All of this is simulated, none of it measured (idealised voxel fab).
Title: Process Module voxel transistor to metal
Section cut is 160 nm wide and gridded with 5 nm square cells.
In this document a cross-section is written as a grid of square cells. It is given as a series of bands, listed from the top down, and a band is one or more rows of cells. Per band: top height and bottom height in nm, followed by the left-to-right materials and their widths in nm; "throughout" marks a single material spanning edge to edge, "air" marks empty space. Basically, 0 is our baseline, since under it the wafer straight out of the box is all one material. The bottom band has no lower end and keeps on going down, so it looks like "0 nm and below". You'd read "30 to 40" like this: the band's top row of cells is as wide as the first number, its bottom row is as wide as the second, and going down, every row changes width by the same amount as the row before did. What does "no change occurred" mean for a step? It means no cell of the cross-section changed in that step. "Listed closed voids": sealed empty spaces, 8 cells or more, no open way to top, listed width x height at distance, with distance from the left edge and width, height and distance in nm. Formally, on a step line, whatever follows the settings is a remark that the simulator itself makes on the step. The "overlay nm" setting may appear on a step's line; for a step that uses a mask, it gives how far to the right of its planned position the mask lay, and a negative value indicates the left.
Process steps (planned)
1 RECEIVE with material Si
2 OXIDIZE with depth nm 5
3 CONFORMAL_DEP with material SiN, thk nm 10
4 MASKED_ETCH with tone cover, mask id ACTIVE, width nm 110, etch materials SiN, depth nm 10, overlay nm 0
5 MASKED_ETCH with tone cover, mask id ACTIVE, width nm 110, etch materials SiO2, depth nm 5, overlay nm 0
6 MASKED_ETCH with tone cover, mask id ACTIVE, width nm 110, etch materials Si, depth nm 25, overlay nm 0
7 FILL_DEP with material SiO2, thk nm 5
8 CMP with height nm 10
9 SELECTIVE_ETCH with etch materials SiO2, depth nm 5
10 STRIP with etch materials SiN
11 SELECTIVE_ETCH with etch materials SiO2, depth nm 5
12 OXIDIZE with depth nm 5
13 DIRECTIONAL_DEP with material polySi, thk nm 20
14 DIRECTIONAL_DEP with material SiCN, thk nm 15
15 PATTERN with tone cover, mask id GATE, material resist, width nm 30, thk nm 15, overlay nm 0
16 DIRECTIONAL_ETCH with etch materials SiCN, depth nm 25
17 DIRECTIONAL_ETCH with etch materials polySi, depth nm 30
18 STRIP with etch materials resist
19 CONFORMAL_DEP with material SiO2, thk nm 5
20 DIRECTIONAL_ETCH with etch materials SiO2, depth nm 5
21 CONFORMAL_DEP with material SiN, thk nm 10
22 DIRECTIONAL_ETCH with etch materials SiN, depth nm 10
23 DIRECTIONAL_ETCH with etch materials SiO2, depth nm 5
24 EPI with material nSi, thk nm 5
25 FILL_DEP with material SiO2, thk nm 5
26 CMP with height nm 15
27 STRIP with etch materials polySi
28 SELECTIVE_ETCH with etch materials SiO2, depth nm 5
29 CONFORMAL_DEP with material HfO2, thk nm 5
30 CONFORMAL_DEP with material TiN, thk nm 5
31 FILL_DEP with material W, thk nm 5
32 CMP with height nm 10
33 DIRECTIONAL_DEP with material SiO2, thk nm 10
34 MASKED_ETCH with tone open, mask id CONTACT, width nm 20, pitch nm 80, etch materials SiO2, depth nm 25, overlay nm 0
35 CONFORMAL_DEP with material TiN, thk nm 5
36 FILL_DEP with material W, thk nm 10
37 CMP with height nm 20
38 DIRECTIONAL_DEP with material TiN, thk nm 5
39 DIRECTIONAL_DEP with material W, thk nm 25
40 MASKED_ETCH with tone cover, mask id METAL_1, width nm 20, pitch nm 80, etch materials W, depth nm 25, overlay nm 0
41 MASKED_ETCH with tone cover, mask id METAL_1, width nm 20, pitch nm 80, etch materials TiN, depth nm 5, overlay nm 0
42 CONFORMAL_DEP with material SiCN, thk nm 5
43 FILL_DEP with material lowk, thk nm 10
44 CMP with height nm 50
45 CONFORMAL_DEP with material SiCN, thk nm 5
The first of the two wafers, which ran as planned
Cross-section of the incoming wafer, state after step 1
* 0 nm and below  Si throughout
* Listed closed voids: none
The following cross-section depicts the wafer upon completion of step 2
* 0 nm to -5 nm  SiO2 throughout
* Below -5, the layers are the same as they were.
The following cross-section depicts the wafer upon completion of step 3
* 10 nm to 0 nm  SiN throughout
* Below 0, the layers are the same as they were.
The following cross-section depicts the wafer upon completion of step 4
* 10 nm to 0 nm  25 air, 110 SiN, 25 air
* Below 0, the layers are the same as they were.
The following cross-section depicts the wafer upon completion of step 5
* 10 nm to 0 nm  25 air, 110 SiN, 25 air
* 0 nm to -5 nm  25 air, 110 SiO2, 25 air
* Below -5, the layers are the same as they were.
The following cross-section depicts the wafer upon completion of step 6
* 10 nm to 0 nm  25 air, 110 SiN, 25 air
* 0 nm to -5 nm  25 air, 110 SiO2, 25 air
* -5 nm to -30 nm  25 air, 110 Si, 25 air
* Below -30, the layers are the same as they were.
The following cross-section depicts the wafer upon completion of step 7
* 15 nm to 10 nm  SiO2 throughout
* 10 nm to 0 nm  25 SiO2, 110 SiN, 25 SiO2
* 0 nm to -5 nm  SiO2 throughout
* -5 nm to -30 nm  25 SiO2, 110 Si, 25 SiO2
* Below -30, the layers are the same as they were.
The following cross-section depicts the wafer upon completion of step 8
* 10 nm to 0 nm  25 SiO2, 110 SiN, 25 SiO2
* Below 0, the layers are the same as they were.
The following cross-section depicts the wafer upon completion of step 9
* 10 nm to 5 nm  25 air, 110 SiN, 25 air
* Below 5, the layers are the same as they were.
The following cross-section depicts the wafer upon completion of step 10
* 5 nm to 0 nm  25 SiO2, 110 air, 25 SiO2
* Below 0, the layers are the same as they were.
The following cross-section depicts the wafer upon completion of step 11
* 0 nm to -5 nm  20 SiO2, 120 air, 20 SiO2
* Below -5, the layers are the same as they were.
The following cross-section depicts the wafer upon completion of step 12
* 0 nm to -5 nm  20 SiO2, 120 air, 20 SiO2
* -5 nm to -10 nm  SiO2 throughout
* Below -10, the layers are the same as they were.
The following cross-section depicts the wafer upon completion of step 13
* 20 nm to 15 nm  20 polySi, 120 air, 20 polySi
* 15 nm to 0 nm  polySi throughout
* 0 nm to -5 nm  20 SiO2, 120 polySi, 20 SiO2
* Below -5, the layers are the same as they were.
The following cross-section depicts the wafer upon completion of step 14
* 35 nm to 30 nm  20 SiCN, 120 air, 20 SiCN
* 30 nm to 20 nm  SiCN throughout
* 20 nm to 15 nm  20 polySi, 120 SiCN, 20 polySi
* Below 15, the layers are the same as they were.
The following cross-section depicts the wafer upon completion of step 15
* 50 nm to 35 nm  65 air, 30 resist, 65 air
* 35 nm to 30 nm  20 SiCN, 45 air, 30 resist, 45 air, 20 SiCN
* Below 30, the layers are the same as they were.
The following cross-section depicts the wafer upon completion of step 16
* 50 nm to 30 nm  65 air, 30 resist, 65 air
* 30 nm to 20 nm  65 air, 30 SiCN, 65 air
* 20 nm to 15 nm  20 polySi, 45 air, 30 SiCN, 45 air, 20 polySi
* Below 15, the layers are the same as they were.
The following cross-section depicts the wafer upon completion of step 17
* 50 nm to 30 nm  65 air, 30 resist, 65 air
* 30 nm to 15 nm  65 air, 30 SiCN, 65 air
* 15 nm to 0 nm  65 air, 30 polySi, 65 air
* 0 nm to -5 nm  20 SiO2, 45 air, 30 polySi, 45 air, 20 SiO2
* Below -5, the layers are the same as they were.
The following cross-section depicts the wafer upon completion of step 18
* 30 nm to 15 nm  65 air, 30 SiCN, 65 air
* Below 15, the layers are the same as they were.
The following cross-section depicts the wafer upon completion of step 19
* 35 nm to 30 nm  60 air, 40 SiO2, 60 air
* 30 nm to 15 nm  60 air, 5 SiO2, 30 SiCN, 5 SiO2, 60 air
* 15 nm to 5 nm  60 air, 5 SiO2, 30 polySi, 5 SiO2, 60 air
* 5 nm to 0 nm  25 SiO2, 35 air, 5 SiO2, 30 polySi, 5 SiO2, 35 air, 25 SiO2
* 0 nm to -5 nm  65 SiO2, 30 polySi, 65 SiO2
* Below -5, the layers are the same as they were.
The following cross-section depicts the wafer upon completion of step 20
* 30 nm to 15 nm  60 air, 5 SiO2, 30 SiCN, 5 SiO2, 60 air
* 15 nm to 0 nm  60 air, 5 SiO2, 30 polySi, 5 SiO2, 60 air
* 0 nm to -5 nm  25 SiO2, 35 air, 5 SiO2, 30 polySi, 5 SiO2, 35 air, 25 SiO2
* Below -5, the layers are the same as they were.
The following cross-section depicts the wafer upon completion of step 21
* 40 nm to 30 nm  50 air, 60 SiN, 50 air
* 30 nm to 15 nm  50 air, 10 SiN, 5 SiO2, 30 SiCN, 5 SiO2, 10 SiN, 50 air
* 15 nm to 10 nm  50 air, 10 SiN, 5 SiO2, 30 polySi, 5 SiO2, 10 SiN, 50 air
* 10 nm to 5 nm  35 SiN, 15 air, 10 SiN, 5 SiO2, 30 polySi, 5 SiO2, 10 SiN, 15 air, 35 SiN
* 5 nm to 0 nm  60 SiN, 5 SiO2, 30 polySi, 5 SiO2, 60 SiN
* 0 nm to -5 nm  25 SiO2, 35 SiN, 5 SiO2, 30 polySi, 5 SiO2, 35 SiN, 25 SiO2
* Below -5, the layers are the same as they were.
The following cross-section depicts the wafer upon completion of step 22
* 30 nm to 15 nm  50 air, 10 SiN, 5 SiO2, 30 SiCN, 5 SiO2, 10 SiN, 50 air
* 15 nm to 0 nm  50 air, 10 SiN, 5 SiO2, 30 polySi, 5 SiO2, 10 SiN, 50 air
* 0 nm to -5 nm  25 SiO2, 10 SiN, 15 air, 10 SiN, 5 SiO2, 30 polySi, 5 SiO2, 10 SiN, 15 air, 10 SiN, 25 SiO2
* Below -5, the layers are the same as they were.
The following cross-section depicts the wafer upon completion of step 23
* 30 nm to 25 nm  50 air, 10 SiN, 5 air, 30 SiCN, 5 air, 10 SiN, 50 air
* 25 nm to 15 nm  50 air, 10 SiN, 5 SiO2, 30 SiCN, 5 SiO2, 10 SiN, 50 air
* 15 nm to 0 nm  50 air, 10 SiN, 5 SiO2, 30 polySi, 5 SiO2, 10 SiN, 50 air
* 0 nm to -5 nm  25 air, 10 SiN, 15 air, 10 SiN, 5 SiO2, 30 polySi, 5 SiO2, 10 SiN, 15 air, 10 SiN, 25 air
* -5 nm to -10 nm  35 SiO2, 15 air, 60 SiO2, 15 air, 35 SiO2
* Below -10, the layers are the same as they were.
The following cross-section depicts the wafer upon completion of step 24
* 30 nm to 25 nm  50 air, 10 SiN, 5 air, 30 SiCN, 5 air, 10 SiN, 50 air
* 25 nm to 15 nm  50 air, 10 SiN, 5 SiO2, 30 SiCN, 5 SiO2, 10 SiN, 50 air
* 15 nm to 0 nm  50 air, 10 SiN, 5 SiO2, 30 polySi, 5 SiO2, 10 SiN, 50 air
* 0 nm to -5 nm  25 air, 10 SiN, 15 air, 10 SiN, 5 SiO2, 30 polySi, 5 SiO2, 10 SiN, 15 air, 10 SiN, 25 air
* -5 nm to -10 nm  35 SiO2, 15 nSi, 60 SiO2, 15 nSi, 35 SiO2
* Below -10, the layers are the same as they were.
The following cross-section depicts the wafer upon completion of step 25
* 35 nm to 30 nm  SiO2 throughout
* 30 nm to 15 nm  50 SiO2, 10 SiN, 5 SiO2, 30 SiCN, 5 SiO2, 10 SiN, 50 SiO2
* 15 nm to 0 nm  50 SiO2, 10 SiN, 5 SiO2, 30 polySi, 5 SiO2, 10 SiN, 50 SiO2
* 0 nm to -5 nm  25 SiO2, 10 SiN, 15 SiO2, 10 SiN, 5 SiO2, 30 polySi, 5 SiO2, 10 SiN, 15 SiO2, 10 SiN, 25 SiO2
* Below -5, the layers are the same as they were.
The following cross-section depicts the wafer upon completion of step 26
* 15 nm to 0 nm  50 SiO2, 10 SiN, 5 SiO2, 30 polySi, 5 SiO2, 10 SiN, 50 SiO2
* Below 0, the layers are the same as they were.
The following cross-section depicts the wafer upon completion of step 27
* 15 nm to 0 nm  50 SiO2, 10 SiN, 5 SiO2, 30 air, 5 SiO2, 10 SiN, 50 SiO2
* 0 nm to -5 nm  25 SiO2, 10 SiN, 15 SiO2, 10 SiN, 5 SiO2, 30 air, 5 SiO2, 10 SiN, 15 SiO2, 10 SiN, 25 SiO2
* Below -5, the layers are the same as they were.
The following cross-section depicts the wafer upon completion of step 28
* 15 nm to 10 nm  50 air, 10 SiN, 40 air, 10 SiN, 50 air
* 10 nm to 0 nm  50 SiO2, 10 SiN, 40 air, 10 SiN, 50 SiO2
* 0 nm to -5 nm  25 SiO2, 10 SiN, 15 SiO2, 10 SiN, 40 air, 10 SiN, 15 SiO2, 10 SiN, 25 SiO2
* -5 nm to -10 nm  35 SiO2, 15 nSi, 10 SiO2, 40 air, 10 SiO2, 15 nSi, 35 SiO2
* Below -10, the layers are the same as they were.
The following cross-section depicts the wafer upon completion of step 29
* 20 nm to 15 nm  45 air, 20 HfO2, 30 air, 20 HfO2, 45 air
* 15 nm to 10 nm  50 HfO2, 10 SiN, 5 HfO2, 30 air, 5 HfO2, 10 SiN, 50 HfO2
* 10 nm to 0 nm  50 SiO2, 10 SiN, 5 HfO2, 30 air, 5 HfO2, 10 SiN, 50 SiO2
* 0 nm to -5 nm  25 SiO2, 10 SiN, 15 SiO2, 10 SiN, 5 HfO2, 30 air, 5 HfO2, 10 SiN, 15 SiO2, 10 SiN, 25 SiO2
* -5 nm to -10 nm  35 SiO2, 15 nSi, 10 SiO2, 40 HfO2, 10 SiO2, 15 nSi, 35 SiO2
* Below -10, the layers are the same as they were.
The following cross-section depicts the wafer upon completion of step 30
* 25 nm to 20 nm  40 air, 30 TiN, 20 air, 30 TiN, 40 air
* 20 nm to 15 nm  45 TiN, 20 HfO2, 5 TiN, 20 air, 5 TiN, 20 HfO2, 45 TiN
* 15 nm to 10 nm  50 HfO2, 10 SiN, 5 HfO2, 5 TiN, 20 air, 5 TiN, 5 HfO2, 10 SiN, 50 HfO2
* 10 nm to 0 nm  50 SiO2, 10 SiN, 5 HfO2, 5 TiN, 20 air, 5 TiN, 5 HfO2, 10 SiN, 50 SiO2
* 0 nm to -5 nm  25 SiO2, 10 SiN, 15 SiO2, 10 SiN, 5 HfO2, 30 TiN, 5 HfO2, 10 SiN, 15 SiO2, 10 SiN, 25 SiO2
* Below -5, the layers are the same as they were.
The following cross-section depicts the wafer upon completion of step 31
* 30 nm to 25 nm  W throughout
* 25 nm to 20 nm  40 W, 30 TiN, 20 W, 30 TiN, 40 W
* 20 nm to 15 nm  45 TiN, 20 HfO2, 5 TiN, 20 W, 5 TiN, 20 HfO2, 45 TiN
* 15 nm to 10 nm  50 HfO2, 10 SiN, 5 HfO2, 5 TiN, 20 W, 5 TiN, 5 HfO2, 10 SiN, 50 HfO2
* 10 nm to 0 nm  50 SiO2, 10 SiN, 5 HfO2, 5 TiN, 20 W, 5 TiN, 5 HfO2, 10 SiN, 50 SiO2
* Below 0, the layers are the same as they were.
The following cross-section depicts the wafer upon completion of step 32
* 10 nm to 0 nm  50 SiO2, 10 SiN, 5 HfO2, 5 TiN, 20 W, 5 TiN, 5 HfO2, 10 SiN, 50 SiO2
* Below 0, the layers are the same as they were.
The following cross-section depicts the wafer upon completion of step 33
* 20 nm to 10 nm  SiO2 throughout
* Below 10, the layers are the same as they were.
The following cross-section depicts the wafer upon completion of step 34
* 20 nm to 10 nm  30 SiO2, 20 air, 60 SiO2, 20 air, 30 SiO2
* 10 nm to 0 nm  30 SiO2, 20 air, 10 SiN, 5 HfO2, 5 TiN, 20 W, 5 TiN, 5 HfO2, 10 SiN, 20 air, 30 SiO2
* 0 nm to -5 nm  25 SiO2, 10 SiN, 15 air, 10 SiN, 5 HfO2, 30 TiN, 5 HfO2, 10 SiN, 15 air, 10 SiN, 25 SiO2
* Below -5, the layers are the same as they were.
The following cross-section depicts the wafer upon completion of step 35
* 25 nm to 20 nm  35 TiN, 10 air, 70 TiN, 10 air, 35 TiN
* 20 nm to 10 nm  30 SiO2, 5 TiN, 10 air, 5 TiN, 60 SiO2, 5 TiN, 10 air, 5 TiN, 30 SiO2
* 10 nm to 0 nm  30 SiO2, 5 to 10 TiN, 10 to 5 air, 5 TiN, 10 SiN, 5 HfO2, 5 TiN, 20 W, 5 TiN, 5 HfO2, 10 SiN, 5 TiN, 10 to 5 air, 5 to 10 TiN, 30 SiO2
* 0 nm to -5 nm  25 SiO2, 10 SiN, 15 TiN, 10 SiN, 5 HfO2, 30 TiN, 5 HfO2, 10 SiN, 15 TiN, 10 SiN, 25 SiO2
* Below -5, the layers are the same as they were.
The following cross-section depicts the wafer upon completion of step 36
* 35 nm to 25 nm  W throughout
* 25 nm to 20 nm  35 TiN, 10 W, 70 TiN, 10 W, 35 TiN
* 20 nm to 10 nm  30 SiO2, 5 TiN, 10 W, 5 TiN, 60 SiO2, 5 TiN, 10 W, 5 TiN, 30 SiO2
* 10 nm to 0 nm  30 SiO2, 5 to 10 TiN, 10 to 5 W, 5 TiN, 10 SiN, 5 HfO2, 5 TiN, 20 W, 5 TiN, 5 HfO2, 10 SiN, 5 TiN, 10 to 5 W, 5 to 10 TiN, 30 SiO2
* Below 0, the layers are the same as they were.
The following cross-section depicts the wafer upon completion of step 37
* 20 nm to 10 nm  30 SiO2, 5 TiN, 10 W, 5 TiN, 60 SiO2, 5 TiN, 10 W, 5 TiN, 30 SiO2
* Below 10, the layers are the same as they were.
The following cross-section depicts the wafer upon completion of step 38
* 25 nm to 20 nm  TiN throughout
* Below 20, the layers are the same as they were.
The following cross-section depicts the wafer upon completion of step 39
* 50 nm to 25 nm  W throughout
* Below 25, the layers are the same as they were.
The following cross-section depicts the wafer upon completion of step 40
* 50 nm to 25 nm  30 air, 20 W, 60 air, 20 W, 30 air
* Below 25, the layers are the same as they were.
The following cross-section depicts the wafer upon completion of step 41
* 50 nm to 25 nm  30 air, 20 W, 60 air, 20 W, 30 air
* 25 nm to 20 nm  30 air, 20 TiN, 60 air, 20 TiN, 30 air
* Below 20, the layers are the same as they were.
The following cross-section depicts the wafer upon completion of step 42
* 55 nm to 50 nm  25 air, 30 SiCN, 50 air, 30 SiCN, 25 air
* 50 nm to 25 nm  25 air, 5 SiCN, 20 W, 5 SiCN, 50 air, 5 SiCN, 20 W, 5 SiCN, 25 air
* 25 nm to 20 nm  30 SiCN, 20 TiN, 60 SiCN, 20 TiN, 30 SiCN
* Below 20, the layers are the same as they were.
The following cross-section depicts the wafer upon completion of step 43
* 65 nm to 55 nm  lowk throughout
* 55 nm to 50 nm  25 lowk, 30 SiCN, 50 lowk, 30 SiCN, 25 lowk
* 50 nm to 25 nm  25 lowk, 5 SiCN, 20 W, 5 SiCN, 50 lowk, 5 SiCN, 20 W, 5 SiCN, 25 lowk
* Below 25, the layers are the same as they were.
The following cross-section depicts the wafer upon completion of step 44
* 50 nm to 25 nm  25 lowk, 5 SiCN, 20 W, 5 SiCN, 50 lowk, 5 SiCN, 20 W, 5 SiCN, 25 lowk
* Below 25, the layers are the same as they were.
The following cross-section depicts the wafer upon completion of step 45
* 55 nm to 50 nm  SiCN throughout
* Below 50, the layers are the same as they were.
Companion wafer, the second of two: same beginning, same intended sequence, one mistake in carrying it out; through step 14 inclusive it tracks the first exactly
Cross-section of the second wafer corresponding to the planned conclusion of step 15
* 50 nm to 35 nm  65 resist, 30 air, 65 resist
* 35 nm to 30 nm  20 SiCN, 45 resist, 30 air, 45 resist, 20 SiCN
* Below 30, the layers are the same as they were.
Cross-section of the second wafer corresponding to the planned conclusion of step 16
* 50 nm to 35 nm  65 resist, 30 air, 65 resist
* 35 nm to 30 nm  20 SiCN, 45 resist, 30 air, 45 resist, 20 SiCN
* 30 nm to 20 nm  65 SiCN, 30 air, 65 SiCN
* 20 nm to 15 nm  20 polySi, 45 SiCN, 30 air, 45 SiCN, 20 polySi
* Below 15, the layers are the same as they were.
Cross-section of the second wafer corresponding to the planned conclusion of step 17
* 50 nm to 35 nm  65 resist, 30 air, 65 resist
* 35 nm to 30 nm  20 SiCN, 45 resist, 30 air, 45 resist, 20 SiCN
* 30 nm to 20 nm  65 SiCN, 30 air, 65 SiCN
* 20 nm to 15 nm  20 polySi, 45 SiCN, 30 air, 45 SiCN, 20 polySi
* 15 nm to 0 nm  65 polySi, 30 air, 65 polySi
* 0 nm to -5 nm  20 SiO2, 45 polySi, 30 air, 45 polySi, 20 SiO2
* Below -5, the layers are the same as they were.
Cross-section of the second wafer corresponding to the planned conclusion of step 18
* 35 nm to 30 nm  20 SiCN, 120 air, 20 SiCN
* Below 30, the layers are the same as they were.
Cross-section of the second wafer corresponding to the planned conclusion of step 19
* 40 nm to 35 nm  25 SiO2, 110 air, 25 SiO2
* 35 nm to 30 nm  20 SiCN, 50 SiO2, 20 air, 50 SiO2, 20 SiCN
* 30 nm to 20 nm  65 SiCN, 5 SiO2, 20 air, 5 SiO2, 65 SiCN
* 20 nm to 15 nm  20 polySi, 45 SiCN, 5 SiO2, 20 air, 5 SiO2, 45 SiCN, 20 polySi
* 15 nm to 0 nm  65 polySi, 5 SiO2, 20 air, 5 SiO2, 65 polySi
* 0 nm to -5 nm  20 SiO2, 45 polySi, 30 SiO2, 45 polySi, 20 SiO2
* Below -5, the layers are the same as they were.
Cross-section of the second wafer corresponding to the planned conclusion of step 20
* 35 nm to 30 nm  20 SiCN, 5 SiO2, 110 air, 5 SiO2, 20 SiCN
* 30 nm to 20 nm  65 SiCN, 5 SiO2, 20 air, 5 SiO2, 65 SiCN
* 20 nm to 15 nm  20 polySi, 45 SiCN, 5 SiO2, 20 air, 5 SiO2, 45 SiCN, 20 polySi
* 15 nm to 0 nm  65 polySi, 5 SiO2, 20 air, 5 SiO2, 65 polySi
* 0 nm to -5 nm  20 SiO2, 45 polySi, 5 SiO2, 20 air, 5 SiO2, 45 polySi, 20 SiO2
* Below -5, the layers are the same as they were.
Cross-section of the second wafer corresponding to the planned conclusion of step 21
* 45 nm to 40 nm  35 SiN, 90 air, 35 SiN
* 40 nm to 35 nm  SiN throughout
* 35 nm to 30 nm  20 SiCN, 5 SiO2, 110 SiN, 5 SiO2, 20 SiCN
* 30 nm to 20 nm  65 SiCN, 5 SiO2, 20 SiN, 5 SiO2, 65 SiCN
* 20 nm to 15 nm  20 polySi, 45 SiCN, 5 SiO2, 20 SiN, 5 SiO2, 45 SiCN, 20 polySi
* 15 nm to 0 nm  65 polySi, 5 SiO2, 20 SiN, 5 SiO2, 65 polySi
* 0 nm to -5 nm  20 SiO2, 45 polySi, 5 SiO2, 20 SiN, 5 SiO2, 45 polySi, 20 SiO2
* Below -5, the layers are the same as they were.
Cross-section of the second wafer corresponding to the planned conclusion of step 22
* 35 nm to 30 nm  20 SiCN, 5 SiO2, 10 SiN, 90 air, 10 SiN, 5 SiO2, 20 SiCN
* Below 30, the layers are the same as they were.
Cross-section of the second wafer corresponding to the planned conclusion of step 23
* 35 nm to 30 nm  20 SiCN, 5 air, 10 SiN, 90 air, 10 SiN, 5 air, 20 SiCN
* 30 nm to 25 nm  65 SiCN, 5 air, 20 SiN, 5 air, 65 SiCN
* Below 25, the layers are the same as they were.
Cross-section of the second wafer corresponding to the planned conclusion of step 24: no change occurred
Cross-section of the second wafer corresponding to the planned conclusion of step 25
* 40 nm to 35 nm  SiO2 throughout
* 35 nm to 30 nm  20 SiCN, 5 SiO2, 10 SiN, 90 SiO2, 10 SiN, 5 SiO2, 20 SiCN
* 30 nm to 20 nm  65 SiCN, 5 SiO2, 20 SiN, 5 SiO2, 65 SiCN
* Below 20, the layers are the same as they were.
Cross-section of the second wafer corresponding to the planned conclusion of step 26
* 15 nm to 0 nm  65 polySi, 5 SiO2, 20 SiN, 5 SiO2, 65 polySi
* Below 0, the layers are the same as they were.
Cross-section of the second wafer corresponding to the planned conclusion of step 27
* 15 nm to 0 nm  65 air, 5 SiO2, 20 SiN, 5 SiO2, 65 air
* 0 nm to -5 nm  20 SiO2, 45 air, 5 SiO2, 20 SiN, 5 SiO2, 45 air, 20 SiO2
* Below -5, the layers are the same as they were.
Cross-section of the second wafer corresponding to the planned conclusion of step 28
* 15 nm to -5 nm  70 air, 20 SiN, 70 air
* -5 nm to -10 nm  15 SiO2, 55 air, 20 SiO2, 55 air, 15 SiO2
* Below -10, the layers are the same as they were.
Cross-section of the second wafer corresponding to the planned conclusion of step 29
* 20 nm to 15 nm  65 air, 30 HfO2, 65 air
* 15 nm to 0 nm  65 air, 5 HfO2, 20 SiN, 5 HfO2, 65 air
* 0 nm to -5 nm  20 HfO2, 45 air, 5 HfO2, 20 SiN, 5 HfO2, 45 air, 20 HfO2
* -5 nm to -10 nm  15 SiO2, 55 HfO2, 20 SiO2, 55 HfO2, 15 SiO2
* Below -10, the layers are the same as they were.
Cross-section of the second wafer corresponding to the planned conclusion of step 30
* 25 nm to 20 nm  60 air, 40 TiN, 60 air
* 20 nm to 15 nm  60 air, 5 TiN, 30 HfO2, 5 TiN, 60 air
* 15 nm to 5 nm  60 air, 5 TiN, 5 HfO2, 20 SiN, 5 HfO2, 5 TiN, 60 air
* 5 nm to 0 nm  25 TiN, 35 air, 5 TiN, 5 HfO2, 20 SiN, 5 HfO2, 5 TiN, 35 air, 25 TiN
* 0 nm to -5 nm  20 HfO2, 45 TiN, 5 HfO2, 20 SiN, 5 HfO2, 45 TiN, 20 HfO2
* Below -5, the layers are the same as they were.
Cross-section of the second wafer corresponding to the planned conclusion of step 31
* 30 nm to 25 nm  W throughout
* 25 nm to 20 nm  60 W, 40 TiN, 60 W
* 20 nm to 15 nm  60 W, 5 TiN, 30 HfO2, 5 TiN, 60 W
* 15 nm to 5 nm  60 W, 5 TiN, 5 HfO2, 20 SiN, 5 HfO2, 5 TiN, 60 W
* 5 nm to 0 nm  25 TiN, 35 W, 5 TiN, 5 HfO2, 20 SiN, 5 HfO2, 5 TiN, 35 W, 25 TiN
* Below 0, the layers are the same as they were.
Cross-section of the second wafer corresponding to the planned conclusion of step 32
* 10 nm to 5 nm  60 W, 5 TiN, 5 HfO2, 20 SiN, 5 HfO2, 5 TiN, 60 W
* Below 5, the layers are the same as they were.
Cross-section of the second wafer corresponding to the planned conclusion of step 33
* 20 nm to 10 nm  SiO2 throughout
* Below 10, the layers are the same as they were.
Cross-section of the second wafer corresponding to the planned conclusion of step 34
* 20 nm to 10 nm  30 SiO2, 20 air, 60 SiO2, 20 air, 30 SiO2
* Below 10, the layers are the same as they were.
Cross-section of the second wafer corresponding to the planned conclusion of step 35
* 25 nm to 20 nm  35 TiN, 10 air, 70 TiN, 10 air, 35 TiN
* 20 nm to 15 nm  30 SiO2, 5 TiN, 10 air, 5 TiN, 60 SiO2, 5 TiN, 10 air, 5 TiN, 30 SiO2
* 15 nm to 10 nm  30 SiO2, 20 TiN, 60 SiO2, 20 TiN, 30 SiO2
* Below 10, the layers are the same as they were.
Cross-section of the second wafer corresponding to the planned conclusion of step 36
* 35 nm to 25 nm  W throughout
* 25 nm to 20 nm  35 TiN, 10 W, 70 TiN, 10 W, 35 TiN
* 20 nm to 15 nm  30 SiO2, 5 TiN, 10 W, 5 TiN, 60 SiO2, 5 TiN, 10 W, 5 TiN, 30 SiO2
* Below 15, the layers are the same as they were.
Cross-section of the second wafer corresponding to the planned conclusion of step 37
* 20 nm to 15 nm  30 SiO2, 5 TiN, 10 W, 5 TiN, 60 SiO2, 5 TiN, 10 W, 5 TiN, 30 SiO2
* Below 15, the layers are the same as they were.
Cross-section of the second wafer corresponding to the planned conclusion of step 38
* 25 nm to 20 nm  TiN throughout
* Below 20, the layers are the same as they were.
Cross-section of the second wafer corresponding to the planned conclusion of step 39
* 50 nm to 25 nm  W throughout
* Below 25, the layers are the same as they were.
Cross-section of the second wafer corresponding to the planned conclusion of step 40
* 50 nm to 25 nm  30 air, 20 W, 60 air, 20 W, 30 air
* Below 25, the layers are the same as they were.
Cross-section of the second wafer corresponding to the planned conclusion of step 41
* 50 nm to 25 nm  30 air, 20 W, 60 air, 20 W, 30 air
* 25 nm to 20 nm  30 air, 20 TiN, 60 air, 20 TiN, 30 air
* Below 20, the layers are the same as they were.
Cross-section of the second wafer corresponding to the planned conclusion of step 42
* 55 nm to 50 nm  25 air, 30 SiCN, 50 air, 30 SiCN, 25 air
* 50 nm to 25 nm  25 air, 5 SiCN, 20 W, 5 SiCN, 50 air, 5 SiCN, 20 W, 5 SiCN, 25 air
* 25 nm to 20 nm  30 SiCN, 20 TiN, 60 SiCN, 20 TiN, 30 SiCN
* Below 20, the layers are the same as they were.
Cross-section of the second wafer corresponding to the planned conclusion of step 43
* 65 nm to 55 nm  lowk throughout
* 55 nm to 50 nm  25 lowk, 30 SiCN, 50 lowk, 30 SiCN, 25 lowk
* 50 nm to 25 nm  25 lowk, 5 SiCN, 20 W, 5 SiCN, 50 lowk, 5 SiCN, 20 W, 5 SiCN, 25 lowk
* Below 25, the layers are the same as they were.
Cross-section of the second wafer corresponding to the planned conclusion of step 44
* 50 nm to 25 nm  25 lowk, 5 SiCN, 20 W, 5 SiCN, 50 lowk, 5 SiCN, 20 W, 5 SiCN, 25 lowk
* Below 25, the layers are the same as they were.
Cross-section of the second wafer corresponding to the planned conclusion of step 45
* 55 nm to 50 nm  SiCN throughout
* Below 50, the layers are the same as they were.
Heads up, the wafer didn't run the way we planned it: step 15 changed vs plan, executed as PATTERN with tone open, mask id GATE, material resist, width nm 30, thk nm 15, overlay nm 0
Wafer comparison, final, in cells, second relative to first, materials more or fewer: HfO2 +22; SiN -4; SiO2 -42; TiN +10; W +20; nSi -6
